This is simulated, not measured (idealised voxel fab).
process module | voxel fin reveal
cross-section cut | 245 nm wide | cells 5 nm
A cross-section is a grid of square cells, given in bands from the top down. A band is one or more rows of cells.
Each band's line starts with the height of the band's top and of its bottom, in nm. Then come its materials from left to right, each with its width in nm. One material with "throughout" fills the band from edge to edge. "air" is empty space.
Height 0 is the level under which the wafer as received is all one material. The lowest band goes on downwards, as in "0 down".
A width such as "30 to 40" changes by the same amount from each row of cells to the next, from the band's top row to its bottom row.
"no change" after a step means that no cell of the cross-section changed.
closed voids: empty space of 8 cells or more with no open way to the top, each as width x height at its distance from the left edge, in nm
after a step's settings: what the simulator itself notes on the step
overlay nm, on a step with a mask: how far to the right of its planned place the mask lay; to the left if negative
plan
1 op RECEIVE | material Si
2 op CONFORMAL_DEP | material SiN | thk nm 10
3 op DIRECTIONAL_DEP | material aC | thk nm 15
4 op PATTERN | tone cover | mask id FINS | material resist | width nm 15 | pitch nm 45 | thk nm 30 | overlay nm 0
5 op DIRECTIONAL_ETCH | etch materials aC | depth nm 15
6 op STRIP | etch materials resist
7 op DIRECTIONAL_ETCH | etch materials SiN | depth nm 10
8 op DIRECTIONAL_ETCH | etch materials Si | depth nm 30
9 op STRIP | etch materials aC
10 op FILL_DEP | material SiO2 | thk nm 10
11 op CMP | height nm 10
12 op SELECTIVE_ETCH | etch materials SiO2 | depth nm 20
13 op STRIP | etch materials SiN
14 op CONFORMAL_DEP | material SiO2 | thk nm 5
as received, after step 1
  0 down: Si throughout
  closed voids: none
a wafer at the end: this start, this plan, one mistake
  0 to -10: air 90 | Si 15 | air 30 | Si 15 | air 95
  -10 to -30: SiO2 90 | Si 15 | SiO2 30 | Si 15 | SiO2 95
  -30 down: Si throughout
  closed voids: none
what went wrong: step 14 was left out
